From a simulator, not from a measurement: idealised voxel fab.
voxel ribs on slabs: a process module
This is section cut - it's 140 nm across, gridded in 5 nm square cells.
Cross-section, as written here: a square-cell grid given band by band from the top down, where a band holds one or more rows of cells. Look at the band entry: it leads with the top's height and the bottom's height in nm. Then it lists the materials left to right, with a width in nm for each. The word "edge to edge" on a single material says that material fills the band edge to edge. The word "empty" is empty space. The reference from which all heights are counted is 0, the level beneath which the as-received wafer is entirely one material; the lowest band, having no lower bound, proceeds downward and is written after the example "z 0 and below". When a width is written as two numbers, as in "30..40", the first number is the width in the top row of cells of the band and the second is the width in its bottom row, and the width changes by the same amount from each row to the next. You'll sometimes find "nothing different" written for a step, and that's the way of saying that nowhere in the cross-section did a cell change during that step. "Cavities, closed" specifies each empty space that is not open to the top and that occupies no fewer than 8 cells, using the form width x height at distance, the distance measured from the left edge and all three quantities in nm. Post-settings text on a step line: simulator's own remark regarding the step. overlay nm, on a step with a mask: how far to the right of its planned place the mask lay; to the left if negative.
[The planned process steps are enumerated hereunder]
1 RECEIVE | material Si
2 DIRECTIONAL_DEP | material SiO2 | thk nm 30
3 DIRECTIONAL_DEP | material polySi | thk nm 15
4 DIRECTIONAL_DEP | material aC | thk nm 10
5 PATTERN | tone cover | mask id RIB | material resist | width nm 20 | thk nm 30 | overlay nm 0
6 DIRECTIONAL_ETCH | etch materials aC | depth nm 10
7 STRIP | etch materials resist
8 DIRECTIONAL_ETCH | etch materials polySi | depth nm 5
9 STRIP | etch materials aC
10 MASKED_ETCH | tone cover | mask id SLAB | width nm 60 | etch materials polySi | depth nm 10 | overlay nm 0
11 FILL_DEP | material SiO2 | thk nm 25
12 CMP | height nm 65
13 DIRECTIONAL_DEP | material TiN | thk nm 5
14 DIRECTIONAL_DEP | material aC | thk nm 15
15 PATTERN | tone cover | mask id HEATER | material resist | width nm 30 | thk nm 30 | overlay nm 0
16 DIRECTIONAL_ETCH | etch materials aC | depth nm 15
17 STRIP | etch materials resist
18 DIRECTIONAL_ETCH | etch materials TiN | depth nm 5
19 STRIP | etch materials aC
20 CONFORMAL_DEP | material SiO2 | thk nm 5
[First of two wafers, processed according to plan]
[As received (post step 1): cross-section]
  z 0 and below  Si edge to edge
  Cavities, closed: none
[Wafer xsec, post step 2]
  z 30 to 0  SiO2 edge to edge
  Below 0, no change.
[Wafer xsec, post step 3]
  z 45 to 30  polySi edge to edge
  Below 30, no change.
[Wafer xsec, post step 4]
  z 55 to 45  aC edge to edge
  Below 45, no change.
[Wafer xsec, post step 5]
  z 85 to 55  empty=60 | resist=20 | empty=60
  Below 55, no change.
[Wafer xsec, post step 6]
  z 75 to 55  empty=60 | resist=20 | empty=60
  z 55 to 45  empty=60 | aC=20 | empty=60
  Below 45, no change.
[Wafer xsec, post step 7]
  z 55 to 45  empty=60 | aC=20 | empty=60
  Below 45, no change.
[Wafer xsec, post step 8]
  z 55 to 45  empty=60 | aC=20 | empty=60
  z 45 to 40  empty=60 | polySi=20 | empty=60
  Below 40, no change.
[Wafer xsec, post step 9]
  z 45 to 40  empty=60 | polySi=20 | empty=60
  Below 40, no change.
[Wafer xsec, post step 10]
  z 45 to 40  empty=60 | polySi=20 | empty=60
  z 40 to 30  empty=40 | polySi=60 | empty=40
  Below 30, no change.
[Wafer xsec, post step 11]
  z 70 to 45  SiO2 edge to edge
  z 45 to 40  SiO2=60 | polySi=20 | SiO2=60
  z 40 to 30  SiO2=40 | polySi=60 | SiO2=40
  Below 30, no change.
[Wafer xsec, post step 12]
  z 65 to 45  SiO2 edge to edge
  Below 45, no change.
[Wafer xsec, post step 13]
  z 70 to 65  TiN edge to edge
  Below 65, no change.
[Wafer xsec, post step 14]
  z 85 to 70  aC edge to edge
  Below 70, no change.
[Wafer xsec, post step 15]
  z 115 to 85  empty=55 | resist=30 | empty=55
  Below 85, no change.
[Wafer xsec, post step 16]
  z 100 to 85  empty=55 | resist=30 | empty=55
  z 85 to 70  empty=55 | aC=30 | empty=55
  Below 70, no change.
[Wafer xsec, post step 17]
  z 85 to 70  empty=55 | aC=30 | empty=55
  Below 70, no change.
[Wafer xsec, post step 18]
  z 85 to 70  empty=55 | aC=30 | empty=55
  z 70 to 65  empty=55 | TiN=30 | empty=55
  Below 65, no change.
[Wafer xsec, post step 19]
  z 70 to 65  empty=55 | TiN=30 | empty=55
  Below 65, no change.
[Wafer xsec, post step 20]
  z 75 to 70  empty=50 | SiO2=40 | empty=50
  z 70 to 65  SiO2=55 | TiN=30 | SiO2=55
  Below 65, no change.
[For the second wafer, take the first wafer's start and plan, then add one mistake made in running it; everything through step 19, that step included, is shared with the first]
[Cross-section, second wafer, at the end time the plan gives for step 20]
  z 85 to 80  empty=40 | SiO2=60 | empty=40
  z 80 to 70  SiO2 edge to edge
  z 70 to 65  SiO2=55 | TiN=30 | SiO2=55
  Below 65, no change.
Deviation noted in wafer processing: step 20 did not use the planned setting and instead ran as CONFORMAL_DEP | material SiO2 | thk nm 15
It is noted that, at the conclusion of processing, the second wafer exhibits a higher or lower cell count for certain materials relative to the first: 60 more of SiO2
